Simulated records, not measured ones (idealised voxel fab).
Title: Process Module voxel local oxidation
In the cross-section labelled cut, the width is 270 nm and each square cell is 5 nm.
Square cells in a grid make up a cross-section in this document, and the grid is given as bands, listed from the top down, each one or more rows of cells. Top height, bottom height, nm. Materials left to right, width each, nm. Single material + "everywhere" = fills band edge to edge. "empty" = empty. Where do heights start? At 0: under that level the wafer as delivered is made of one material only. And the lowest band has no floor; it just carries on downward, as in "0 down". Graded width ("30..40"): value in top row of band = first number; value in bottom row = second number; row-to-row change constant. "no alterations made", as given for a step, is the statement that not any cell of the cross-section underwent a change during that step. Reported under the label "Tabulated closed voids" are the empty spaces having no open way to the top and comprising 8 cells or more; the notation for each is width x height at distance, in which the distance is measured from the left edge and all three values are in nm. On a step's line, text after the settings is the simulator commenting on that step. A step line may carry the setting "overlay nm", which, for steps involving a mask, states the distance by which the mask lay to the right of its intended position; negative values denote displacement to the left.
# Process steps - plan
| 1 | RECEIVE [material Si] |
| 2 | CONFORMAL_DEP [material SiO2] [thk nm 5] |
| 3 | CONFORMAL_DEP [material SiN] [thk nm 10] |
| 4 | PATTERN [tone cover] [mask id ACTIVE] [material resist] [width nm 110] [thk nm 20] [overlay nm 0] |
| 5 | DIRECTIONAL_ETCH [etch materials SiN] [depth nm 10] |
| 6 | STRIP [etch materials resist] |
| 7 | SELECTIVE_ETCH [etch materials SiO2] [depth nm 5] |
| 8 | OXIDIZE [depth nm 10] |
| 9 | STRIP [etch materials SiN] |
# As-received state of the wafer in cross-section, equivalent to post-step 1
0 down | Si everywhere
Tabulated closed voids: none
# The cross-section shown corresponds to the wafer at the conclusion of the module. The initial structure and the process plan are those presented above; however, one mistake occurred in executing the plan
5 to 0 | empty (85), SiO2 (105), empty (80)
0 to -10 | SiO2 (95), Si (85), SiO2 (90)
-10 down | Si everywhere
Tabulated closed voids: none
Against the plan, the run slipped here: note that step 4 departed from the planned setting and was carried out as PATTERN [tone cover] [mask id ACTIVE] [material resist] [width nm 115] [thk nm 20] [overlay nm 0]
